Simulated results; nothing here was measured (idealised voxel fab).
voxel released beams: a process module
This is section cut - it's 200 nm across, gridded in 5 nm square cells.
The cross-sections in this document take the form of a grid made of square cells. They are written out as bands, in order from top to bottom. Each band consists of one or more rows of cells. Heads up on the band format: heights come first, top then bottom, in nm. After that it's the materials left to right, each with its width in nm. A single material flagged "full width" fills the whole band edge to edge, and "blank" means there's empty space there. A quick word on heights: they are counted from 0, and under that level the wafer as it came to us is one material throughout. The lowest band is different from the rest in having no bottom; it simply continues downward, written as in "from 0 down". You'd read "30->40" like this: the band's top row of cells is as wide as the first number, its bottom row is as wide as the second, and going down, every row changes width by the same amount as the row before did. A step reported as "nothing got changed" is a step in which no cell of the cross-section changed. "Closed void entries" contains a list of empty spaces, each no smaller than 8 cells and without an open way to the top, written in the form width x height at distance with the distance from the left edge and all three in nm. That trailing text on a step's line, after the settings, is the simulator's own remark on the step. If you see "overlay nm" on a step's line and that step has a mask, it's telling you how far right of where it was planned the mask ended up; a negative number means it went left instead.

### Listed below are the process steps as planned
1. RECEIVE | material Si
2. CONFORMAL_DEP | material SiN | thk nm 10
3. DIRECTIONAL_DEP | material SiO2 | thk nm 20
4. MASKED_ETCH | tone open | mask id ANCHOR | width nm 30 | etch materials SiO2 | depth nm 20 | overlay nm 0
5. CONFORMAL_DEP | material TiN | thk nm 10
6. DIRECTIONAL_DEP | material aC | thk nm 15
7. PATTERN | tone cover | mask id BEAM | material resist | width nm 100 | thk nm 30 | overlay nm 0
8. DIRECTIONAL_ETCH | etch materials aC | depth nm 15
9. STRIP | etch materials resist
10. DIRECTIONAL_ETCH | etch materials TiN | depth nm 10
11. STRIP | etch materials aC
12. STRIP | etch materials SiO2

### First wafer, two in total, run as planned

### Wafer as received: cross-section following step 1
* from 0 down  Si full width
* Closed void entries: none

### Cross-section of the wafer after step 2
* from 10 to 0  SiN full width
* Anything lower than 0 is untouched.

### Cross-section of the wafer after step 3
* from 30 to 10  SiO2 full width
* Anything lower than 10 is untouched.

### Cross-section of the wafer after step 4
* from 30 to 10  50 SiO2 | 30 blank | 120 SiO2
* Anything lower than 10 is untouched.

### Cross-section of the wafer after step 5
* from 40 to 30  60 TiN | 10 blank | 130 TiN
* from 30 to 20  50 SiO2 | 10 TiN | 10 blank | 10 TiN | 120 SiO2
* from 20 to 10  50 SiO2 | 30 TiN | 120 SiO2
* Anything lower than 10 is untouched.

### Cross-section of the wafer after step 6
* from 55 to 40  60 aC | 10 blank | 130 aC
* from 40 to 35  60 TiN | 10 blank | 130 TiN
* from 35 to 30  60 TiN | 10 aC | 130 TiN
* from 30 to 20  50 SiO2 | 10 TiN | 10 aC | 10 TiN | 120 SiO2
* Anything lower than 20 is untouched.

### Cross-section of the wafer after step 7
* from 85 to 55  45 blank | 100 resist | 55 blank
* from 55 to 40  60 aC | 10 resist | 130 aC
* from 40 to 35  60 TiN | 10 resist | 130 TiN
* Anything lower than 35 is untouched.

### Cross-section of the wafer after step 8
* from 70 to 55  45 blank | 100 resist | 55 blank
* from 55 to 40  45 blank | 15 aC | 10 resist | 75 aC | 55 blank
* Anything lower than 40 is untouched.

### Cross-section of the wafer after step 9
* from 55 to 40  45 blank | 15 aC | 10 blank | 75 aC | 55 blank
* from 40 to 35  60 TiN | 10 blank | 130 TiN
* Anything lower than 35 is untouched.

### Cross-section of the wafer after step 10
* from 55 to 40  45 blank | 15 aC | 10 blank | 75 aC | 55 blank
* from 40 to 35  45 blank | 15 TiN | 10 blank | 75 TiN | 55 blank
* from 35 to 30  45 blank | 15 TiN | 10 aC | 75 TiN | 55 blank
* Anything lower than 30 is untouched.

### Cross-section of the wafer after step 11
* from 40 to 30  45 blank | 15 TiN | 10 blank | 75 TiN | 55 blank
* from 30 to 20  50 SiO2 | 10 TiN | 10 blank | 10 TiN | 120 SiO2
* Anything lower than 20 is untouched.

### Cross-section of the wafer after step 12
* from 40 to 30  45 blank | 15 TiN | 10 blank | 75 TiN | 55 blank
* from 30 to 20  50 blank | 10 TiN | 10 blank | 10 TiN | 120 blank
* from 20 to 10  50 blank | 30 TiN | 120 blank
* Anything lower than 10 is untouched.

### The Second Wafer: Common Origin and Plan, One Mistake in Execution, Identical to the First Through Step 1

Cross-section of the second wafer at the time step 2 of the plan should have ended: nothing got changed

### Cross-section of the second wafer at the time step 3 of the plan should have ended
* from 20 to 0  SiO2 full width
* Anything lower than 0 is untouched.

### Cross-section of the second wafer at the time step 4 of the plan should have ended
* from 20 to 0  50 SiO2 | 30 blank | 120 SiO2
* Anything lower than 0 is untouched.

### Cross-section of the second wafer at the time step 5 of the plan should have ended
* from 30 to 20  60 TiN | 10 blank | 130 TiN
* from 20 to 10  50 SiO2 | 10 TiN | 10 blank | 10 TiN | 120 SiO2
* from 10 to 0  50 SiO2 | 30 TiN | 120 SiO2
* Anything lower than 0 is untouched.

### Cross-section of the second wafer at the time step 6 of the plan should have ended
* from 45 to 30  60 aC | 10 blank | 130 aC
* from 30 to 25  60 TiN | 10 blank | 130 TiN
* from 25 to 20  60 TiN | 10 aC | 130 TiN
* from 20 to 10  50 SiO2 | 10 TiN | 10 aC | 10 TiN | 120 SiO2
* Anything lower than 10 is untouched.

### Cross-section of the second wafer at the time step 7 of the plan should have ended
* from 75 to 45  45 blank | 100 resist | 55 blank
* from 45 to 30  60 aC | 10 resist | 130 aC
* from 30 to 25  60 TiN | 10 resist | 130 TiN
* Anything lower than 25 is untouched.

### Cross-section of the second wafer at the time step 8 of the plan should have ended
* from 60 to 45  45 blank | 100 resist | 55 blank
* from 45 to 30  45 blank | 15 aC | 10 resist | 75 aC | 55 blank
* Anything lower than 30 is untouched.

### Cross-section of the second wafer at the time step 9 of the plan should have ended
* from 45 to 30  45 blank | 15 aC | 10 blank | 75 aC | 55 blank
* from 30 to 25  60 TiN | 10 blank | 130 TiN
* Anything lower than 25 is untouched.

### Cross-section of the second wafer at the time step 10 of the plan should have ended
* from 45 to 30  45 blank | 15 aC | 10 blank | 75 aC | 55 blank
* from 30 to 25  45 blank | 15 TiN | 10 blank | 75 TiN | 55 blank
* from 25 to 20  45 blank | 15 TiN | 10 aC | 75 TiN | 55 blank
* Anything lower than 20 is untouched.

### Cross-section of the second wafer at the time step 11 of the plan should have ended
* from 30 to 20  45 blank | 15 TiN | 10 blank | 75 TiN | 55 blank
* from 20 to 10  50 SiO2 | 10 TiN | 10 blank | 10 TiN | 120 SiO2
* Anything lower than 10 is untouched.

### Cross-section of the second wafer at the time step 12 of the plan should have ended
* from 30 to 20  45 blank | 15 TiN | 10 blank | 75 TiN | 55 blank
* from 20 to 10  50 blank | 10 TiN | 10 blank | 10 TiN | 120 blank
* from 10 to 0  50 blank | 30 TiN | 120 blank
* Anything lower than 0 is untouched.
The mistake made against the process plan was this: plan step 2 never ran because it was skipped
Final cells, second wafer relative to first, materials higher or lower: -80 SiN
